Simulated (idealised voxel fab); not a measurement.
Module name: voxel ribs on slabs (process module)
Cross-sectional view cut (width: 265 nm; square cell size: 5 nm).
How to read a cross-section here: the picture is a grid of square cells, written as bands going from the top down, and any band can span one or more rows of cells.
Heights first: top, then bottom, in nm. Then materials, left to right, each with a width in nm. "all across" on a single material: fills the band edge to edge. "air": empty space.
A quick word on heights: they are counted from 0, and under that level the wafer as it came to us is one material throughout. The lowest band is different from the rest in having no bottom; it simply continues downward, written as in "from 0 down".
Quick explanation for "30 to 40": the width changes in equal steps down the rows of cells, from the first number in the band's top row to the second number in its bottom row.
For the purposes of this document, the phrase "no modification" attached to a step denotes that no cell within the cross-section was modified by that step.
Closed void roster: empty space of 8 cells or more with no open way to the top, each as width x height at its distance from the left edge, in nm
On each step's line, the part that comes after the settings is the simulator's own comment on the step.
overlay nm, on a step with a mask: how far to the right of its planned place the mask lay; to the left if negative

Listed below are the process steps as planned
| 1 | RECEIVE [material Si] |
| 2 | DIRECTIONAL_DEP [material SiO2] [thk nm 30] |
| 3 | DIRECTIONAL_DEP [material polySi] [thk nm 20] |
| 4 | DIRECTIONAL_DEP [material aC] [thk nm 15] |
| 5 | PATTERN [tone cover] [mask id RIB] [material resist] [width nm 30] [thk nm 35] [overlay nm 0] |
| 6 | DIRECTIONAL_ETCH [etch materials aC] [depth nm 15] |
| 7 | STRIP [etch materials resist] |
| 8 | DIRECTIONAL_ETCH [etch materials polySi] [depth nm 10] |
| 9 | STRIP [etch materials aC] |
| 10 | DIRECTIONAL_DEP [material aC] [thk nm 10] |
| 11 | PATTERN [tone cover] [mask id SLAB] [material resist] [width nm 80] [thk nm 25] [overlay nm 0] |
| 12 | DIRECTIONAL_ETCH [etch materials aC] [depth nm 10] |
| 13 | STRIP [etch materials resist] |
| 14 | DIRECTIONAL_ETCH [etch materials polySi] [depth nm 10] |
| 15 | STRIP [etch materials aC] |
| 16 | FILL_DEP [material SiO2] [thk nm 25] |
| 17 | CMP [height nm 70] |
| 18 | DIRECTIONAL_DEP [material W] [thk nm 10] |
| 19 | MASKED_ETCH [tone cover] [mask id HEATER] [width nm 40] [etch materials W] [depth nm 10] [overlay nm 0] |
| 20 | CONFORMAL_DEP [material SiO2] [thk nm 10] |

First of two wafers, with the run carried out as planned

The cross-section here shows the wafer as received, i.e. in its state after step 1
from 0 down  Si all across
Closed void roster: none

So this is the wafer cross-section right after step 2
from 30 to 0  SiO2 all across
Unchanged below 0.

So this is the wafer cross-section right after step 3
from 50 to 30  polySi all across
Unchanged below 30.

So this is the wafer cross-section right after step 4
from 65 to 50  aC all across
Unchanged below 50.

So this is the wafer cross-section right after step 5
from 100 to 65  air 115, resist 30, air 120
Unchanged below 65.

So this is the wafer cross-section right after step 6
from 85 to 65  air 115, resist 30, air 120
from 65 to 50  air 115, aC 30, air 120
Unchanged below 50.

So this is the wafer cross-section right after step 7
from 65 to 50  air 115, aC 30, air 120
Unchanged below 50.

So this is the wafer cross-section right after step 8
from 65 to 50  air 115, aC 30, air 120
from 50 to 40  air 115, polySi 30, air 120
Unchanged below 40.

So this is the wafer cross-section right after step 9
from 50 to 40  air 115, polySi 30, air 120
Unchanged below 40.

So this is the wafer cross-section right after step 10
from 60 to 50  air 115, aC 30, air 120
from 50 to 40  aC 115, polySi 30, aC 120
Unchanged below 40.

So this is the wafer cross-section right after step 11
from 85 to 60  air 90, resist 80, air 95
from 60 to 50  air 90, resist 25, aC 30, resist 25, air 95
Unchanged below 50.

So this is the wafer cross-section right after step 12
from 75 to 60  air 90, resist 80, air 95
from 60 to 50  air 90, resist 25, aC 30, resist 25, air 95
from 50 to 40  air 90, aC 25, polySi 30, aC 25, air 95
Unchanged below 40.

So this is the wafer cross-section right after step 13
from 60 to 50  air 115, aC 30, air 120
Unchanged below 50.

So this is the wafer cross-section right after step 14
from 60 to 50  air 115, aC 30, air 120
from 50 to 40  air 90, aC 25, polySi 30, aC 25, air 95
from 40 to 30  air 90, polySi 80, air 95
Unchanged below 30.

So this is the wafer cross-section right after step 15
from 50 to 40  air 115, polySi 30, air 120
Unchanged below 40.

So this is the wafer cross-section right after step 16
from 75 to 50  SiO2 all across
from 50 to 40  SiO2 115, polySi 30, SiO2 120
from 40 to 30  SiO2 90, polySi 80, SiO2 95
Unchanged below 30.

So this is the wafer cross-section right after step 17
from 70 to 50  SiO2 all across
Unchanged below 50.

So this is the wafer cross-section right after step 18
from 80 to 70  W all across
Unchanged below 70.

So this is the wafer cross-section right after step 19
from 80 to 70  air 110, W 40, air 115
Unchanged below 70.

So this is the wafer cross-section right after step 20
from 90 to 80  air 100, SiO2 60, air 105
from 80 to 70  SiO2 110, W 40, SiO2 115
Unchanged below 70.

Here the second wafer is described. Its start and its plan were those of the first wafer. Its run contained one mistake. Up to and including step 1, it did exactly what the first wafer did

Cross-section of the second wafer corresponding to the planned conclusion of step 2
from 60 to 0  SiO2 all across
Unchanged below 0.

Cross-section of the second wafer corresponding to the planned conclusion of step 3
from 80 to 60  polySi all across
Unchanged below 60.

Cross-section of the second wafer corresponding to the planned conclusion of step 4
from 95 to 80  aC all across
Unchanged below 80.

Cross-section of the second wafer corresponding to the planned conclusion of step 5
from 130 to 95  air 115, resist 30, air 120
Unchanged below 95.

Cross-section of the second wafer corresponding to the planned conclusion of step 6
from 115 to 95  air 115, resist 30, air 120
from 95 to 80  air 115, aC 30, air 120
Unchanged below 80.

Cross-section of the second wafer corresponding to the planned conclusion of step 7
from 95 to 80  air 115, aC 30, air 120
Unchanged below 80.

Cross-section of the second wafer corresponding to the planned conclusion of step 8
from 95 to 80  air 115, aC 30, air 120
from 80 to 70  air 115, polySi 30, air 120
Unchanged below 70.

Cross-section of the second wafer corresponding to the planned conclusion of step 9
from 80 to 70  air 115, polySi 30, air 120
Unchanged below 70.

Cross-section of the second wafer corresponding to the planned conclusion of step 10
from 90 to 80  air 115, aC 30, air 120
from 80 to 70  aC 115, polySi 30, aC 120
Unchanged below 70.

Cross-section of the second wafer corresponding to the planned conclusion of step 11
from 115 to 90  air 90, resist 80, air 95
from 90 to 80  air 90, resist 25, aC 30, resist 25, air 95
Unchanged below 80.

Cross-section of the second wafer corresponding to the planned conclusion of step 12
from 105 to 90  air 90, resist 80, air 95
from 90 to 80  air 90, resist 25, aC 30, resist 25, air 95
from 80 to 70  air 90, aC 25, polySi 30, aC 25, air 95
Unchanged below 70.

Cross-section of the second wafer corresponding to the planned conclusion of step 13
from 90 to 80  air 115, aC 30, air 120
Unchanged below 80.

Cross-section of the second wafer corresponding to the planned conclusion of step 14
from 90 to 80  air 115, aC 30, air 120
from 80 to 70  air 90, aC 25, polySi 30, aC 25, air 95
from 70 to 60  air 90, polySi 80, air 95
Unchanged below 60.

Cross-section of the second wafer corresponding to the planned conclusion of step 15
from 80 to 70  air 115, polySi 30, air 120
Unchanged below 70.

Cross-section of the second wafer corresponding to the planned conclusion of step 16
from 105 to 80  SiO2 all across
from 80 to 70  SiO2 115, polySi 30, SiO2 120
from 70 to 60  SiO2 90, polySi 80, SiO2 95
Unchanged below 60.

Cross-section of the second wafer corresponding to the planned conclusion of step 17
from 70 to 60  SiO2 90, polySi 80, SiO2 95
Unchanged below 60.

Cross-section of the second wafer corresponding to the planned conclusion of step 18
from 80 to 70  W all across
Unchanged below 70.

Cross-section of the second wafer corresponding to the planned conclusion of step 19
from 80 to 70  air 110, W 40, air 115
Unchanged below 70.

Cross-section of the second wafer corresponding to the planned conclusion of step 20
from 90 to 80  air 100, SiO2 60, air 105
from 80 to 70  SiO2 110, W 40, SiO2 115
Unchanged below 70.
In executing the process, a mistake was made relative to the plan: twice, step 2 of the plan was run
In the final state, the cell counts of the second wafer exceed or fall short of those of the first for the following materials: +12 SiO2 | -12 polySi
